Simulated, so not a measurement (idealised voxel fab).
Documented hereafter: the process module known as voxel self aligned contacts.
245 nm wide, 5 nm square cells: that's cross-section cut.
Square cells in a grid make up a cross-section in this document, and the grid is given as bands, listed from the top down, each one or more rows of cells.
It is stipulated that each band's entry specify, in nanometres, the height of the top of the band and then that of its bottom, followed by the materials of the band in left-to-right sequence, each together with its width in nanometres. A single material marked by the word "throughout" is understood to fill the band from edge to edge; the word "blank" is understood to denote empty space.
Convention: height 0 is the level below which the wafer, as received, is all one material. The lowest band does not terminate at the bottom but continues downward, represented as "z 0 and below".
Quick explanation for "30..40": the width changes in equal steps down the rows of cells, from the first number in the band's top row to the second number in its bottom row.
Basically "no modifications" means that step didn't change any cell in the cross-section.
"Internal closed voids": sealed empty spaces, 8 cells or more, no open way to top, listed width x height at distance, with distance from the left edge and width, height and distance in nm.
Read whatever lies past the settings on a step's line as the simulator's own remark about the step.
A step line may carry the setting "overlay nm", which, for steps involving a mask, states the distance by which the mask lay to the right of its intended position; negative values denote displacement to the left.
Intended process steps
1,RECEIVE: material Si
2,OXIDIZE: depth nm 5
3,DIRECTIONAL_DEP: material polySi, thk nm 30
4,DIRECTIONAL_DEP: material SiN, thk nm 20
5,DIRECTIONAL_DEP: material aC, thk nm 10
6,PATTERN: tone cover, mask id GATE, material resist, width nm 35, pitch nm 80, thk nm 30, overlay nm 0
7,DIRECTIONAL_ETCH: etch materials aC, depth nm 10
8,STRIP: etch materials resist
9,DIRECTIONAL_ETCH: etch materials SiN, depth nm 20
10,DIRECTIONAL_ETCH: etch materials polySi, depth nm 30
11,STRIP: etch materials aC
12,CONFORMAL_DEP: material SiN, thk nm 10
13,DIRECTIONAL_ETCH: etch materials SiN, depth nm 10
14,FILL_DEP: material SiO2, thk nm 10
15,CMP: height nm 55
16,MASKED_ETCH: tone open, mask id CONTACT, width nm 55, etch materials SiO2, depth nm 60, overlay nm 0
17,CONFORMAL_DEP: material TiN, thk nm 5
18,FILL_DEP: material Ru, thk nm 5
19,CMP: height nm 55
20,CONFORMAL_DEP: material SiN, thk nm 5
Incoming wafer in cross-section (state: after step 1)
* z 0 and below | Si throughout
* Internal closed voids: none
Cross-section: first of two wafers, module finished, run according to plan
* z 60 to 55 | SiN throughout
* z 55 to 50 | SiO2: 95 / TiN: 20 / Ru: 15 / TiN: 20 / SiO2: 95
* z 50 to 30 | SiO2: 55 / SiN: 55 / TiN: 5 / Ru: 15 / TiN: 5 / SiN: 55 / SiO2: 55
* z 30 to 0 | SiO2: 55 / SiN: 10 / polySi: 35 / SiN: 10 / TiN: 5 / Ru: 15 / TiN: 5 / SiN: 10 / polySi: 35 / SiN: 10 / SiO2: 55
* z 0 to -5 | SiO2: 110 / TiN: 25 / SiO2: 110
* z -5 and below | Si throughout
* Internal closed voids: none
This cross-section belongs to the second wafer of two at the end of the module; the start and the plan were shared with the first, and the run included one mistake
* z 60 to 55 | SiN throughout
* z 55 to 50 | SiO2: 95 / TiN: 20 / aC: 15 / TiN: 20 / SiO2: 95
* z 50 to 30 | SiO2: 55 / SiN: 55 / TiN: 5 / aC: 15 / TiN: 5 / SiN: 55 / SiO2: 55
* z 30 to 0 | SiO2: 55 / SiN: 10 / polySi: 35 / SiN: 10 / TiN: 5 / aC: 15 / TiN: 5 / SiN: 10 / polySi: 35 / SiN: 10 / SiO2: 55
* z 0 to -5 | SiO2: 110 / TiN: 25 / SiO2: 110
* z -5 and below | Si throughout
* Internal closed voids: none
What broke from the plan during processing? step 18: run off-plan, actual operation and settings FILL_DEP: material aC, thk nm 5
Heads up, by the end the second wafer has more or fewer cells of some materials compared to the first: -33 Ru, +33 aC
